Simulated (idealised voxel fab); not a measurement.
process module | voxel local oxidation
cross-section cut | 175 nm wide | cells 5 nm
A cross-section is a grid of square cells, given in bands from the top down. A band is one or more rows of cells.
Each band's line starts with the height of the band's top and of its bottom, in nm. Then come its materials from left to right, each with its width in nm. One material with "throughout" fills the band from edge to edge. "air" is empty space.
Height 0 is the level under which the wafer as received is all one material. The lowest band goes on downwards, as in "0 down".
A width such as "30 to 40" changes by the same amount from each row of cells to the next, from the band's top row to its bottom row.
"no change" after a step means that no cell of the cross-section changed.
closed voids: empty space of 8 cells or more with no open way to the top, each as width x height at its distance from the left edge, in nm
after a step's settings: what the simulator itself notes on the step
overlay nm, on a step with a mask: how far to the right of its planned place the mask lay; to the left if negative
plan
1 op RECEIVE | material Si
2 op OXIDIZE | depth nm 5
3 op CONFORMAL_DEP | material SiN | thk nm 10
4 op MASKED_ETCH | tone cover | mask id ACTIVE | width nm 115 | etch materials SiN | depth nm 10 | overlay nm 0
5 op SELECTIVE_ETCH | etch materials SiO2 | depth nm 5
6 op OXIDIZE | depth nm 15
7 op STRIP | etch materials SiN
as received, after step 1
  0 down: Si throughout
  closed voids: none
first wafer at the end, as planned
  0 to -5: air 35 | SiO2 105 | air 35
  -5 to -20: SiO2 50 | Si 75 | SiO2 50
  -20 down: Si throughout
  closed voids: none
second wafer at the end: like start, like plan, one mistake
  -5 to -20: SiO2 throughout
  -20 down: Si throughout
  closed voids: none
what went wrong: step 3 was left out
at the end the second wafer has, in cells: 45 fewer of Si | 24 more of SiO2
